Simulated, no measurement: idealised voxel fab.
Module name: voxel quadruple lines (process module)
Cross-section cut spans 270 nm and uses square cells 5 nm in size.
A cross-section is written here as square cells arranged in a grid, and it is given in bands from the top down, each band taking up one or more rows of cells.
A band entry consists of two parts. The first gives the height of the band's top and the height of its bottom, in nm. The rest lists the band's materials from left to right, each with its width in nm. A single material labelled with the word "all across" fills the band from edge to edge, and the word "empty" marks empty space.
Height reference: 0 = level under which incoming wafer is all one material. Lowest band: no bottom, runs on downward, e.g. "0 and below".
Width "30 to 40": first value at the band's top row of cells, second value at its bottom row, equal change from row to row.
It should be understood that the words "no alterations made", when stated for a given step, signify that the cross-section underwent no change in any of its cells during that step.
Closed-off voids of 8+ cells (no open route to the top) go in "Catalogued sealed voids", written width x height at distance from the left edge, in nm.
If you see something after the settings on a step's line, that's the simulator's own remark about that step.
Steps that use a mask can have "overlay nm" on their line. It says how far the mask sat to the right of where it was meant to be. Negative means to the left.

## Listed below are the process steps as planned
step 1: RECEIVE (material Si)
step 2: CONFORMAL_DEP (material SiO2; thk nm 10)
step 3: DIRECTIONAL_DEP (material Ru; thk nm 10)
step 4: DIRECTIONAL_DEP (material polySi; thk nm 15)
step 5: DIRECTIONAL_DEP (material aC; thk nm 25)
step 6: PATTERN (tone cover; mask id MANDREL; material resist; width nm 30; pitch nm 80; thk nm 30; overlay nm 0)
step 7: DIRECTIONAL_ETCH (etch materials aC; depth nm 25)
step 8: STRIP (etch materials resist)
step 9: CONFORMAL_DEP (material SiO2; thk nm 10)
step 10: DIRECTIONAL_ETCH (etch materials SiO2; depth nm 10)
step 11: STRIP (etch materials aC)
step 12: DIRECTIONAL_ETCH (etch materials polySi; depth nm 15)
step 13: STRIP (etch materials SiO2)
step 14: CONFORMAL_DEP (material SiCN; thk nm 10)
step 15: DIRECTIONAL_ETCH (etch materials SiCN; depth nm 10)
step 16: STRIP (etch materials polySi)
step 17: DIRECTIONAL_ETCH (etch materials Ru; depth nm 10)
step 18: STRIP (etch materials SiCN)

## The first of the two wafers, which ran as planned

## As-received wafer cross-section (after step 1)
> 0 and below = Si all across
> Catalogued sealed voids: none

## Cross-sectional representation of the wafer at the conclusion of step 2
> 10 down to 0 = SiO2 all across
> No changes below 0.

## Cross-sectional representation of the wafer at the conclusion of step 3
> 20 down to 10 = Ru all across
> No changes below 10.

## Cross-sectional representation of the wafer at the conclusion of step 4
> 35 down to 20 = polySi all across
> No changes below 20.

## Cross-sectional representation of the wafer at the conclusion of step 5
> 60 down to 35 = aC all across
> No changes below 35.

## Cross-sectional representation of the wafer at the conclusion of step 6
> 90 down to 60 = 80 empty / 30 resist / 50 empty / 30 resist / 80 empty
> No changes below 60.

## Cross-sectional representation of the wafer at the conclusion of step 7
> 65 down to 60 = 80 empty / 30 resist / 50 empty / 30 resist / 80 empty
> 60 down to 35 = 80 empty / 30 aC / 50 empty / 30 aC / 80 empty
> No changes below 35.

## Cross-sectional representation of the wafer at the conclusion of step 8
> 60 down to 35 = 80 empty / 30 aC / 50 empty / 30 aC / 80 empty
> No changes below 35.

## Cross-sectional representation of the wafer at the conclusion of step 9
> 70 down to 60 = 70 empty / 50 SiO2 / 30 empty / 50 SiO2 / 70 empty
> 60 down to 45 = 70 empty / 10 SiO2 / 30 aC / 10 SiO2 / 30 empty / 10 SiO2 / 30 aC / 10 SiO2 / 70 empty
> 45 down to 35 = 80 SiO2 / 30 aC / 50 SiO2 / 30 aC / 80 SiO2
> No changes below 35.

## Cross-sectional representation of the wafer at the conclusion of step 10
> 60 down to 35 = 70 empty / 10 SiO2 / 30 aC / 10 SiO2 / 30 empty / 10 SiO2 / 30 aC / 10 SiO2 / 70 empty
> No changes below 35.

## Cross-sectional representation of the wafer at the conclusion of step 11
> 60 down to 35 = 70 empty / 10 SiO2 / 30 empty / 10 SiO2 / 30 empty / 10 SiO2 / 30 empty / 10 SiO2 / 70 empty
> No changes below 35.

## Cross-sectional representation of the wafer at the conclusion of step 12
> 60 down to 35 = 70 empty / 10 SiO2 / 30 empty / 10 SiO2 / 30 empty / 10 SiO2 / 30 empty / 10 SiO2 / 70 empty
> 35 down to 20 = 70 empty / 10 polySi / 30 empty / 10 polySi / 30 empty / 10 polySi / 30 empty / 10 polySi / 70 empty
> No changes below 20.

## Cross-sectional representation of the wafer at the conclusion of step 13
> 35 down to 20 = 70 empty / 10 polySi / 30 empty / 10 polySi / 30 empty / 10 polySi / 30 empty / 10 polySi / 70 empty
> No changes below 20.

## Cross-sectional representation of the wafer at the conclusion of step 14
> 45 down to 35 = 60 empty / 30 SiCN / 10 empty / 30 SiCN / 10 empty / 30 SiCN / 10 empty / 30 SiCN / 60 empty
> 35 down to 30 = 60 empty / 10 SiCN / 10 polySi / 10 SiCN / 10 empty / 10 SiCN / 10 polySi / 10 SiCN / 10 empty / 10 SiCN / 10 polySi / 10 SiCN / 10 empty / 10 SiCN / 10 polySi / 10 SiCN / 60 empty
> 30 down to 20 = 70 SiCN / 10 polySi / 30 SiCN / 10 polySi / 30 SiCN / 10 polySi / 30 SiCN / 10 polySi / 70 SiCN
> No changes below 20.

## Cross-sectional representation of the wafer at the conclusion of step 15
> 35 down to 20 = 60 empty / 10 SiCN / 10 polySi / 10 SiCN / 10 empty / 10 SiCN / 10 polySi / 10 SiCN / 10 empty / 10 SiCN / 10 polySi / 10 SiCN / 10 empty / 10 SiCN / 10 polySi / 10 SiCN / 60 empty
> No changes below 20.

## Cross-sectional representation of the wafer at the conclusion of step 16
> 35 down to 20 = 60 empty / 10 SiCN / 10 empty / 10 SiCN / 10 empty / 10 SiCN / 10 empty / 10 SiCN / 10 empty / 10 SiCN / 10 empty / 10 SiCN / 10 empty / 10 SiCN / 10 empty / 10 SiCN / 60 empty
> No changes below 20.

## Cross-sectional representation of the wafer at the conclusion of step 17
> 35 down to 20 = 60 empty / 10 SiCN / 10 empty / 10 SiCN / 10 empty / 10 SiCN / 10 empty / 10 SiCN / 10 empty / 10 SiCN / 10 empty / 10 SiCN / 10 empty / 10 SiCN / 10 empty / 10 SiCN / 60 empty
> 20 down to 10 = 60 empty / 10 Ru / 10 empty / 10 Ru / 10 empty / 10 Ru / 10 empty / 10 Ru / 10 empty / 10 Ru / 10 empty / 10 Ru / 10 empty / 10 Ru / 10 empty / 10 Ru / 60 empty
> No changes below 10.

## Cross-sectional representation of the wafer at the conclusion of step 18
> 20 down to 10 = 60 empty / 10 Ru / 10 empty / 10 Ru / 10 empty / 10 Ru / 10 empty / 10 Ru / 10 empty / 10 Ru / 10 empty / 10 Ru / 10 empty / 10 Ru / 10 empty / 10 Ru / 60 empty
> No changes below 10.

## The second wafer was prepared from the same starting point and under the same plan as the first; its processing contained one mistake, and it remains indistinguishable from the first wafer up to and including step 10

## Cross-sectional representation of the second wafer at the time designated in the plan for the completion of step 11
> 60 down to 35 = 70 empty / 10 SiO2 / 30 aC / 10 SiO2 / 30 empty / 10 SiO2 / 30 aC / 10 SiO2 / 70 empty
> 35 down to 20 = 70 empty / 50 polySi / 30 empty / 50 polySi / 70 empty
> No changes below 20.

## Cross-sectional representation of the second wafer at the time designated in the plan for the completion of step 12
> 60 down to 35 = 70 empty / 10 SiO2 / 30 empty / 10 SiO2 / 30 empty / 10 SiO2 / 30 empty / 10 SiO2 / 70 empty
> No changes below 35.

## Cross-sectional representation of the second wafer at the time designated in the plan for the completion of step 13
> 35 down to 20 = 70 empty / 50 polySi / 30 empty / 50 polySi / 70 empty
> No changes below 20.

## Cross-sectional representation of the second wafer at the time designated in the plan for the completion of step 14
> 45 down to 35 = 60 empty / 70 SiCN / 10 empty / 70 SiCN / 60 empty
> 35 down to 30 = 60 empty / 10 SiCN / 50 polySi / 10 SiCN / 10 empty / 10 SiCN / 50 polySi / 10 SiCN / 60 empty
> 30 down to 20 = 70 SiCN / 50 polySi / 30 SiCN / 50 polySi / 70 SiCN
> No changes below 20.

## Cross-sectional representation of the second wafer at the time designated in the plan for the completion of step 15
> 35 down to 20 = 60 empty / 10 SiCN / 50 polySi / 10 SiCN / 10 empty / 10 SiCN / 50 polySi / 10 SiCN / 60 empty
> No changes below 20.

## Cross-sectional representation of the second wafer at the time designated in the plan for the completion of step 16
> 35 down to 20 = 60 empty / 10 SiCN / 50 empty / 10 SiCN / 10 empty / 10 SiCN / 50 empty / 10 SiCN / 60 empty
> No changes below 20.

## Cross-sectional representation of the second wafer at the time designated in the plan for the completion of step 17
> 35 down to 20 = 60 empty / 10 SiCN / 50 empty / 10 SiCN / 10 empty / 10 SiCN / 50 empty / 10 SiCN / 60 empty
> 20 down to 10 = 60 empty / 10 Ru / 50 empty / 10 Ru / 10 empty / 10 Ru / 50 empty / 10 Ru / 60 empty
> No changes below 10.

## Cross-sectional representation of the second wafer at the time designated in the plan for the completion of step 18
> 20 down to 10 = 60 empty / 10 Ru / 50 empty / 10 Ru / 10 empty / 10 Ru / 50 empty / 10 Ru / 60 empty
> No changes below 10.
Short version of what went wrong: steps 11 and 12 of the plan were run in the wrong order, each in the other's place
The final cell counts differ between the wafers, with the second having more or fewer of some materials than the first: Ru -16
